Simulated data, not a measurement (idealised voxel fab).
You're looking at the process module voxel self aligned vias.
It is cross-section cut that appears here, measuring 220 nm in width, its square cells being 5 nm in size.
A cross-section is a grid of square cells, given in bands from the top down. A band is one or more rows of cells.
Look at the band entry: it leads with the top's height and the bottom's height in nm. Then it lists the materials left to right, with a width in nm for each. The word "full width" on a single material says that material fills the band edge to edge. The word "empty" is empty space.
Beneath 0, the wafer as received is one material, and that level is where height counting begins. The lowest band goes on downward without a bottom; it is written like "0..down".
Quick explanation for "30->40": the width changes in equal steps down the rows of cells, from the first number in the band's top row to the second number in its bottom row.
Step marked "nothing was modified"? Then no cell in the cross-section changed in it.
What "Cavities, closed" gives you is every empty space of 8 cells or more that is cut off from the top. Each appears as width x height at distance, with the distance taken from the left edge and width, height and distance all in nm.
What comes after the settings on a step's line is commentary from the simulator itself on that step.
Each step line may optionally specify "overlay nm", which for a step with a mask gives the rightward distance between the mask's planned place and where it lay, a negative value indicating the leftward direction.

## The steps planned for the process are as follows
1: RECEIVE: material Si
2: CONFORMAL_DEP: material SiO2, thk nm 10
3: CONFORMAL_DEP: material SiCN, thk nm 5
4: DIRECTIONAL_DEP: material lowk, thk nm 25
5: PATTERN: tone open, mask id LINES, material resist, width nm 20, pitch nm 65, thk nm 15, overlay nm 0
6: DIRECTIONAL_ETCH: etch materials lowk, depth nm 25
7: STRIP: etch materials resist
8: CONFORMAL_DEP: material TiN, thk nm 5
9: FILL_DEP: material Ru, thk nm 10
10: CMP: height nm 40
11: SELECTIVE_ETCH: etch materials W Ru TiN, depth nm 10
12: FILL_DEP: material SiN, thk nm 10
13: CMP: height nm 40
14: DIRECTIONAL_DEP: material lowk, thk nm 20
15: DIRECTIONAL_DEP: material aC, thk nm 10
16: PATTERN: tone open, mask id VIAS, material resist, width nm 40, thk nm 25, overlay nm 0
17: DIRECTIONAL_ETCH: etch materials aC, depth nm 10
18: STRIP: etch materials resist
19: DIRECTIONAL_ETCH: etch materials lowk, depth nm 20
20: DIRECTIONAL_ETCH: etch materials SiN, depth nm 10
21: STRIP: etch materials aC
22: CONFORMAL_DEP: material TiN, thk nm 5
23: FILL_DEP: material W, thk nm 5
24: CMP: height nm 60
25: CONFORMAL_DEP: material SiCN, thk nm 5

## Cross-section: wafer on arrival = after step 1
  0..down  Si full width
  Cavities, closed: none

## The first of the two wafers as seen in cross-section once the module was finished; processing followed the plan
  65..60  SiCN full width
  60..45  lowk 55 nm; TiN 5 nm; W 30 nm; TiN 5 nm; lowk 125 nm
  45..40  lowk 55 nm; TiN 15 nm; W 10 nm; TiN 15 nm; lowk 125 nm
  40..35  lowk 65 nm; TiN 5 nm; W 10 nm; TiN 5 nm; lowk 45 nm; SiN 20 nm; lowk 70 nm
  35..30  lowk 65 nm; TiN 20 nm; lowk 45 nm; SiN 20 nm; lowk 70 nm
  30..20  lowk 65 nm; TiN 5 nm; Ru 10 nm; TiN 5 nm; lowk 45 nm; TiN 5 nm; Ru 10 nm; TiN 5 nm; lowk 70 nm
  20..15  lowk 65 nm; TiN 20 nm; lowk 45 nm; TiN 20 nm; lowk 70 nm
  15..10  SiCN full width
  10..0  SiO2 full width
  0..down  Si full width
  Cavities, closed: none

## This cross-section belongs to the second wafer of two at the end of the module; the start and the plan were shared with the first, and the run included one mistake
  65..60  SiCN full width
  60..45  lowk 55 nm; TiN 5 nm; W 30 nm; TiN 5 nm; lowk 125 nm
  45..40  lowk 55 nm; TiN 40 nm; lowk 125 nm
  40..30  lowk 65 nm; TiN 5 nm; SiO2 10 nm; TiN 5 nm; lowk 45 nm; SiN 5 nm; SiO2 10 nm; SiN 5 nm; lowk 70 nm
  30..20  lowk 65 nm; TiN 5 nm; SiO2 10 nm; TiN 5 nm; lowk 45 nm; TiN 5 nm; SiO2 10 nm; TiN 5 nm; lowk 70 nm
  20..15  lowk 65 nm; TiN 20 nm; lowk 45 nm; TiN 20 nm; lowk 70 nm
  15..10  SiCN full width
  10..0  SiO2 full width
  0..down  Si full width
  Cavities, closed: none
Processing error: not per plan at step 9, really ran FILL_DEP: material SiO2, thk nm 10
Wafer comparison, final, in cells, second relative to first, materials more or fewer: Ru: 8 fewer; SiN: 4 fewer; SiO2: 16 more; W: 4 fewer
